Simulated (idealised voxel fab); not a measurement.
process module | voxel trench capacitor
cross-section cut | 170 nm wide | cells 5 nm
A cross-section is a grid of square cells, given in bands from the top down. A band is one or more rows of cells.
Each band's line starts with the height of the band's top and of its bottom, in nm. Then come its materials from left to right, each with its width in nm. One material with "throughout" fills the band from edge to edge. "air" is empty space.
Height 0 is the level under which the wafer as received is all one material. The lowest band goes on downwards, as in "0 down".
A width such as "30 to 40" changes by the same amount from each row of cells to the next, from the band's top row to its bottom row.
"no change" after a step means that no cell of the cross-section changed.
closed voids: empty space of 8 cells or more with no open way to the top, each as width x height at its distance from the left edge, in nm
after a step's settings: what the simulator itself notes on the step
overlay nm, on a step with a mask: how far to the right of its planned place the mask lay; to the left if negative
plan
1 op RECEIVE | material Si
2 op CONFORMAL_DEP | material SiN | thk nm 10
3 op DIRECTIONAL_DEP | material aC | thk nm 15
4 op PATTERN | tone open | mask id TRENCH | material resist | width nm 25 | pitch nm 45 | thk nm 35 | overlay nm 0
5 op DIRECTIONAL_ETCH | etch materials aC | depth nm 15
6 op STRIP | etch materials resist
7 op DIRECTIONAL_ETCH | etch materials SiN | depth nm 10
8 op DIRECTIONAL_ETCH | etch materials Si | depth nm 40
9 op STRIP | etch materials aC
10 op CONFORMAL_DEP | material Al2O3 | thk nm 5
11 op CONFORMAL_DEP | material TiN | thk nm 5
12 op FILL_DEP | material W | thk nm 5
13 op CMP | height nm 10
as received, after step 1
  0 down: Si throughout
  closed voids: none
a wafer at the end: this start, this plan, one mistake
  10 to 0: SiN 25 | Al2O3 5 | TiN 5 | W 5 | TiN 5 | Al2O3 5 | SiN 20 | Al2O3 5 | TiN 5 | W 5 | TiN 5 | Al2O3 5 | SiN 20 | Al2O3 5 | TiN 5 | W 5 | TiN 5 | Al2O3 5 | SiN 30
  0 to -70: Si 25 | Al2O3 5 | TiN 5 | W 5 | TiN 5 | Al2O3 5 | Si 20 | Al2O3 5 | TiN 5 | W 5 | TiN 5 | Al2O3 5 | Si 20 | Al2O3 5 | TiN 5 | W 5 | TiN 5 | Al2O3 5 | Si 30
  -70 to -75: Si 25 | Al2O3 5 | TiN 15 | Al2O3 5 | Si 20 | Al2O3 5 | TiN 15 | Al2O3 5 | Si 20 | Al2O3 5 | TiN 15 | Al2O3 5 | Si 30
  -75 to -80: Si 25 | Al2O3 25 | Si 20 | Al2O3 25 | Si 20 | Al2O3 25 | Si 30
  -80 down: Si throughout
  closed voids: none
what went wrong: step 8 was run twice
